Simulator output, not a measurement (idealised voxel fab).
The process module that follows is named voxel trench capacitor.
cross-section cut | 270 nm wide | cells 5 nm
Notation: cross-section as square-cell grid; stated in bands, top first, going down; one or more cell rows per band. Top height, bottom height, nm. Materials left to right, width each, nm. Single material + "throughout" = fills band edge to edge. "empty" = empty. We count height from 0. Below that, the starting wafer is all one material. The lowest band never ends at the bottom but goes on down; see "0 and below" for how that is written. Note: "30->40" means the width goes from the first number (top row of the band) to the second number (bottom row) in equal steps per row of cells. "nothing changed" -> step changed no cross-section cell. Basically, "Closed void listing" tells you about the enclosed voids: empty spaces with no open way to the top, 8 cells or bigger, each written width x height at distance, where distance is from the left edge, all in nm. On a step's line, text after the settings is the simulator commenting on that step. On any step carrying a mask, the "overlay nm" setting, if present on the step's line, tells how far right of its planned place the mask lay; negative values point to the left.

# Process steps foreseen in the plan
1,RECEIVE (material Si)
2,CONFORMAL_DEP (material SiN; thk nm 10)
3,MASKED_ETCH (tone open; mask id TRENCH; width nm 30; pitch nm 60; etch materials SiN; depth nm 10; overlay nm 0)
4,MASKED_ETCH (tone open; mask id TRENCH; width nm 30; pitch nm 60; etch materials Si; depth nm 40; overlay nm 0)
5,CONFORMAL_DEP (material Al2O3; thk nm 5)
6,CONFORMAL_DEP (material TiN; thk nm 5)
7,FILL_DEP (material W; thk nm 5)
8,CMP (height nm 10)

# Account of the first of two wafers, which was processed as intended

# Wafer cross-section on receipt, i.e. after step 1
* 0 and below | Si throughout
* Closed void listing: none

# Cross-section of the wafer subsequent to step 2
* 10 down to 0 | SiN throughout
* Everything under 0 stays put, no change at all.

# Cross-section of the wafer subsequent to step 3
* 10 down to 0 | 60 nm SiN, 30 nm empty, 30 nm SiN, 30 nm empty, 30 nm SiN, 30 nm empty, 60 nm SiN
* Everything under 0 stays put, no change at all.

# Cross-section of the wafer subsequent to step 4
* 10 down to 0 | 60 nm SiN, 30 nm empty, 30 nm SiN, 30 nm empty, 30 nm SiN, 30 nm empty, 60 nm SiN
* 0 down to -40 | 60 nm Si, 30 nm empty, 30 nm Si, 30 nm empty, 30 nm Si, 30 nm empty, 60 nm Si
* Everything under -40 stays put, no change at all.

# Cross-section of the wafer subsequent to step 5
* 15 down to 10 | 65 nm Al2O3, 20 nm empty, 40 nm Al2O3, 20 nm empty, 40 nm Al2O3, 20 nm empty, 65 nm Al2O3
* 10 down to 0 | 60 nm SiN, 5 nm Al2O3, 20 nm empty, 5 nm Al2O3, 30 nm SiN, 5 nm Al2O3, 20 nm empty, 5 nm Al2O3, 30 nm SiN, 5 nm Al2O3, 20 nm empty, 5 nm Al2O3, 60 nm SiN
* 0 down to -35 | 60 nm Si, 5 nm Al2O3, 20 nm empty, 5 nm Al2O3, 30 nm Si, 5 nm Al2O3, 20 nm empty, 5 nm Al2O3, 30 nm Si, 5 nm Al2O3, 20 nm empty, 5 nm Al2O3, 60 nm Si
* -35 down to -40 | 60 nm Si, 30 nm Al2O3, 30 nm Si, 30 nm Al2O3, 30 nm Si, 30 nm Al2O3, 60 nm Si
* Everything under -40 stays put, no change at all.

# Cross-section of the wafer subsequent to step 6
* 20 down to 15 | 70 nm TiN, 10 nm empty, 50 nm TiN, 10 nm empty, 50 nm TiN, 10 nm empty, 70 nm TiN
* 15 down to 10 | 65 nm Al2O3, 5 nm TiN, 10 nm empty, 5 nm TiN, 40 nm Al2O3, 5 nm TiN, 10 nm empty, 5 nm TiN, 40 nm Al2O3, 5 nm TiN, 10 nm empty, 5 nm TiN, 65 nm Al2O3
* 10 down to 0 | 60 nm SiN, 5 nm Al2O3, 5 nm TiN, 10 nm empty, 5 nm TiN, 5 nm Al2O3, 30 nm SiN, 5 nm Al2O3, 5 nm TiN, 10 nm empty, 5 nm TiN, 5 nm Al2O3, 30 nm SiN, 5 nm Al2O3, 5 nm TiN, 10 nm empty, 5 nm TiN, 5 nm Al2O3, 60 nm SiN
* 0 down to -30 | 60 nm Si, 5 nm Al2O3, 5 nm TiN, 10 nm empty, 5 nm TiN, 5 nm Al2O3, 30 nm Si, 5 nm Al2O3, 5 nm TiN, 10 nm empty, 5 nm TiN, 5 nm Al2O3, 30 nm Si, 5 nm Al2O3, 5 nm TiN, 10 nm empty, 5 nm TiN, 5 nm Al2O3, 60 nm Si
* -30 down to -35 | 60 nm Si, 5 nm Al2O3, 20 nm TiN, 5 nm Al2O3, 30 nm Si, 5 nm Al2O3, 20 nm TiN, 5 nm Al2O3, 30 nm Si, 5 nm Al2O3, 20 nm TiN, 5 nm Al2O3, 60 nm Si
* Everything under -35 stays put, no change at all.

# Cross-section of the wafer subsequent to step 7
* 25 down to 20 | W throughout
* 20 down to 15 | 70 nm TiN, 10 nm W, 50 nm TiN, 10 nm W, 50 nm TiN, 10 nm W, 70 nm TiN
* 15 down to 10 | 65 nm Al2O3, 5 nm TiN, 10 nm W, 5 nm TiN, 40 nm Al2O3, 5 nm TiN, 10 nm W, 5 nm TiN, 40 nm Al2O3, 5 nm TiN, 10 nm W, 5 nm TiN, 65 nm Al2O3
* 10 down to 0 | 60 nm SiN, 5 nm Al2O3, 5 nm TiN, 10 nm W, 5 nm TiN, 5 nm Al2O3, 30 nm SiN, 5 nm Al2O3, 5 nm TiN, 10 nm W, 5 nm TiN, 5 nm Al2O3, 30 nm SiN, 5 nm Al2O3, 5 nm TiN, 10 nm W, 5 nm TiN, 5 nm Al2O3, 60 nm SiN
* 0 down to -30 | 60 nm Si, 5 nm Al2O3, 5 nm TiN, 10 nm W, 5 nm TiN, 5 nm Al2O3, 30 nm Si, 5 nm Al2O3, 5 nm TiN, 10 nm W, 5 nm TiN, 5 nm Al2O3, 30 nm Si, 5 nm Al2O3, 5 nm TiN, 10 nm W, 5 nm TiN, 5 nm Al2O3, 60 nm Si
* Everything under -30 stays put, no change at all.

# Cross-section of the wafer subsequent to step 8
* 10 down to 0 | 60 nm SiN, 5 nm Al2O3, 5 nm TiN, 10 nm W, 5 nm TiN, 5 nm Al2O3, 30 nm SiN, 5 nm Al2O3, 5 nm TiN, 10 nm W, 5 nm TiN, 5 nm Al2O3, 30 nm SiN, 5 nm Al2O3, 5 nm TiN, 10 nm W, 5 nm TiN, 5 nm Al2O3, 60 nm SiN
* Everything under 0 stays put, no change at all.

# Second wafer, same starting state and plan as the first, one mistake in the run, identical through step 2

# Cross-section of the second wafer at the time by which step 3 should have been completed according to the plan
* 10 down to 0 | 65 nm SiN, 25 nm empty, 35 nm SiN, 25 nm empty, 35 nm SiN, 25 nm empty, 60 nm SiN
* Everything under 0 stays put, no change at all.

# Cross-section of the second wafer at the time by which step 4 should have been completed according to the plan
* 10 down to 0 | 65 nm SiN, 25 nm empty, 35 nm SiN, 25 nm empty, 35 nm SiN, 25 nm empty, 60 nm SiN
* 0 down to -40 | 65 nm Si, 25 nm empty, 35 nm Si, 25 nm empty, 35 nm Si, 25 nm empty, 60 nm Si
* Everything under -40 stays put, no change at all.

# Cross-section of the second wafer at the time by which step 5 should have been completed according to the plan
* 15 down to 10 | 70 nm Al2O3, 15 nm empty, 45 nm Al2O3, 15 nm empty, 45 nm Al2O3, 15 nm empty, 65 nm Al2O3
* 10 down to 0 | 65 nm SiN, 5 nm Al2O3, 15 nm empty, 5 nm Al2O3, 35 nm SiN, 5 nm Al2O3, 15 nm empty, 5 nm Al2O3, 35 nm SiN, 5 nm Al2O3, 15 nm empty, 5 nm Al2O3, 60 nm SiN
* 0 down to -35 | 65 nm Si, 5 nm Al2O3, 15 nm empty, 5 nm Al2O3, 35 nm Si, 5 nm Al2O3, 15 nm empty, 5 nm Al2O3, 35 nm Si, 5 nm Al2O3, 15 nm empty, 5 nm Al2O3, 60 nm Si
* -35 down to -40 | 65 nm Si, 25 nm Al2O3, 35 nm Si, 25 nm Al2O3, 35 nm Si, 25 nm Al2O3, 60 nm Si
* Everything under -40 stays put, no change at all.

# Cross-section of the second wafer at the time by which step 6 should have been completed according to the plan
* 20 down to 15 | 75 nm TiN, 5 nm empty, 55 nm TiN, 5 nm empty, 55 nm TiN, 5 nm empty, 70 nm TiN
* 15 down to 10 | 70 nm Al2O3, 5 nm TiN, 5 nm empty, 5 nm TiN, 45 nm Al2O3, 5 nm TiN, 5 nm empty, 5 nm TiN, 45 nm Al2O3, 5 nm TiN, 5 nm empty, 5 nm TiN, 65 nm Al2O3
* 10 down to 0 | 65 nm SiN, 5 nm Al2O3, 5 nm TiN, 5 nm empty, 5 nm TiN, 5 nm Al2O3, 35 nm SiN, 5 nm Al2O3, 5 nm TiN, 5 nm empty, 5 nm TiN, 5 nm Al2O3, 35 nm SiN, 5 nm Al2O3, 5 nm TiN, 5 nm empty, 5 nm TiN, 5 nm Al2O3, 60 nm SiN
* 0 down to -30 | 65 nm Si, 5 nm Al2O3, 5 nm TiN, 5 nm empty, 5 nm TiN, 5 nm Al2O3, 35 nm Si, 5 nm Al2O3, 5 nm TiN, 5 nm empty, 5 nm TiN, 5 nm Al2O3, 35 nm Si, 5 nm Al2O3, 5 nm TiN, 5 nm empty, 5 nm TiN, 5 nm Al2O3, 60 nm Si
* -30 down to -35 | 65 nm Si, 5 nm Al2O3, 15 nm TiN, 5 nm Al2O3, 35 nm Si, 5 nm Al2O3, 15 nm TiN, 5 nm Al2O3, 35 nm Si, 5 nm Al2O3, 15 nm TiN, 5 nm Al2O3, 60 nm Si
* Everything under -35 stays put, no change at all.

# Cross-section of the second wafer at the time by which step 7 should have been completed according to the plan
* 25 down to 20 | W throughout
* 20 down to 15 | 75 nm TiN, 5 nm W, 55 nm TiN, 5 nm W, 55 nm TiN, 5 nm W, 70 nm TiN
* 15 down to 10 | 70 nm Al2O3, 5 nm TiN, 5 nm W, 5 nm TiN, 45 nm Al2O3, 5 nm TiN, 5 nm W, 5 nm TiN, 45 nm Al2O3, 5 nm TiN, 5 nm W, 5 nm TiN, 65 nm Al2O3
* 10 down to 0 | 65 nm SiN, 5 nm Al2O3, 5 nm TiN, 5 nm W, 5 nm TiN, 5 nm Al2O3, 35 nm SiN, 5 nm Al2O3, 5 nm TiN, 5 nm W, 5 nm TiN, 5 nm Al2O3, 35 nm SiN, 5 nm Al2O3, 5 nm TiN, 5 nm W, 5 nm TiN, 5 nm Al2O3, 60 nm SiN
* 0 down to -30 | 65 nm Si, 5 nm Al2O3, 5 nm TiN, 5 nm W, 5 nm TiN, 5 nm Al2O3, 35 nm Si, 5 nm Al2O3, 5 nm TiN, 5 nm W, 5 nm TiN, 5 nm Al2O3, 35 nm Si, 5 nm Al2O3, 5 nm TiN, 5 nm W, 5 nm TiN, 5 nm Al2O3, 60 nm Si
* Everything under -30 stays put, no change at all.

# Cross-section of the second wafer at the time by which step 8 should have been completed according to the plan
* 10 down to 0 | 65 nm SiN, 5 nm Al2O3, 5 nm TiN, 5 nm W, 5 nm TiN, 5 nm Al2O3, 35 nm SiN, 5 nm Al2O3, 5 nm TiN, 5 nm W, 5 nm TiN, 5 nm Al2O3, 35 nm SiN, 5 nm Al2O3, 5 nm TiN, 5 nm W, 5 nm TiN, 5 nm Al2O3, 60 nm SiN
* Everything under 0 stays put, no change at all.
Here's what went sideways: the process deviated at step 3: the operation and settings actually run there were MASKED_ETCH (tone open; mask id TRENCH; width nm 25; pitch nm 60; etch materials SiN; depth nm 10; overlay nm 0)
End check, counted in cells, second wafer has more or fewer of these materials than the first: -3 Al2O3; +24 Si; +6 SiN; -3 TiN; -24 W
